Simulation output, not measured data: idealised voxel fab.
process module | voxel capacitor over wiring
cross-section cut | 190 nm wide | cells 5 nm
A cross-section is a grid of square cells, given in bands from the top down. A band is one or more rows of cells.
Each band's line starts with the height of the band's top and of its bottom, in nm. Then come its materials from left to right, each with its width in nm. One material with "throughout" fills the band from edge to edge. "air" is empty space.
Height 0 is the level under which the wafer as received is all one material. The lowest band goes on downwards, as in "0 down".
A width such as "30 to 40" changes by the same amount from each row of cells to the next, from the band's top row to its bottom row.
"no change" after a step means that no cell of the cross-section changed.
closed voids: empty space of 8 cells or more with no open way to the top, each as width x height at its distance from the left edge, in nm
after a step's settings: what the simulator itself notes on the step
overlay nm, on a step with a mask: how far to the right of its planned place the mask lay; to the left if negative
plan
1 op RECEIVE | material Si
2 op CONFORMAL_DEP | material SiO2 | thk nm 15
3 op CONFORMAL_DEP | material SiCN | thk nm 5
4 op DIRECTIONAL_DEP | material lowk | thk nm 25
5 op PATTERN | tone open | mask id METAL_1 | material resist | width nm 25 | pitch nm 75 | thk nm 20 | overlay nm 0
6 op DIRECTIONAL_ETCH | etch materials lowk | depth nm 25
7 op DIRECTIONAL_ETCH | etch materials SiCN | depth nm 5
8 op STRIP | etch materials resist
9 op CONFORMAL_DEP | material TiN | thk nm 5
10 op FILL_DEP | material Ru | thk nm 10
11 op CMP | height nm 45
12 op CONFORMAL_DEP | material SiCN | thk nm 5
13 op DIRECTIONAL_DEP | material lowk | thk nm 15
14 op PATTERN | tone open | mask id PLUG_1 | material resist | width nm 15 | thk nm 15 | overlay nm 0
15 op DIRECTIONAL_ETCH | etch materials lowk | depth nm 15
16 op DIRECTIONAL_ETCH | etch materials SiCN | depth nm 5
17 op STRIP | etch materials resist
18 op EPI | material Ru | thk nm 10
19 op EPI | material Ru | thk nm 10
20 op DIRECTIONAL_DEP | material TiN | thk nm 10
21 op DIRECTIONAL_DEP | material Al2O3 | thk nm 5
22 op DIRECTIONAL_DEP | material TiN | thk nm 10
23 op PATTERN | tone cover | mask id UPPER_PLATE | material resist | width nm 55 | thk nm 20 | overlay nm 0
24 op DIRECTIONAL_ETCH | etch materials TiN | depth nm 10
25 op DIRECTIONAL_ETCH | etch materials Al2O3 | depth nm 5
26 op STRIP | etch materials resist
27 op MASKED_ETCH | tone cover | mask id LOWER_PLATE | width nm 65 | etch materials TiN | depth nm 10 | overlay nm -15
28 op FILL_DEP | material SiO2 | thk nm 15
29 op CMP | height nm 100
30 op MASKED_ETCH | tone open | mask id PLUG_2 | width nm 15 | etch materials SiO2 | depth nm 10 | overlay nm 0
31 op CONFORMAL_DEP | material TiN | thk nm 5
32 op FILL_DEP | material W | thk nm 5
33 op CMP | height nm 100
34 op CONFORMAL_DEP | material SiN | thk nm 5
varied across the wafers: overlay nm of step 27. The plan shows the first wafer's value. All wafers start alike
first wafer as received, after step 1
  0 down: Si throughout
  closed voids: none
each wafer at the end: cells of each material gained (+) or lost (-) since it was received, then its closed voids
overlay nm -15 | +11 Al2O3 | +42 Ru | +63 SiCN | +38 SiN | +315 SiO2 | +83 TiN | +1 W | +245 lowk | closed voids: none
overlay nm -10 | +11 Al2O3 | +42 Ru | +63 SiCN | +38 SiN | +315 SiO2 | +83 TiN | +1 W | +245 lowk | closed voids: none
overlay nm -5 | +11 Al2O3 | +42 Ru | +63 SiCN | +38 SiN | +315 SiO2 | +83 TiN | +1 W | +245 lowk | closed voids: none
overlay nm 0 | +11 Al2O3 | +42 Ru | +63 SiCN | +38 SiN | +315 SiO2 | +83 TiN | +1 W | +245 lowk | closed voids: none
overlay nm 5 | +11 Al2O3 | +42 Ru | +63 SiCN | +38 SiN | +315 SiO2 | +83 TiN | +1 W | +245 lowk | closed voids: none
overlay nm 10 | +11 Al2O3 | +42 Ru | +63 SiCN | +38 SiN | +315 SiO2 | +83 TiN | +1 W | +245 lowk | closed voids: none
overlay nm 15 | +11 Al2O3 | +42 Ru | +63 SiCN | +38 SiN | +315 SiO2 | +83 TiN | +1 W | +245 lowk | closed voids: none
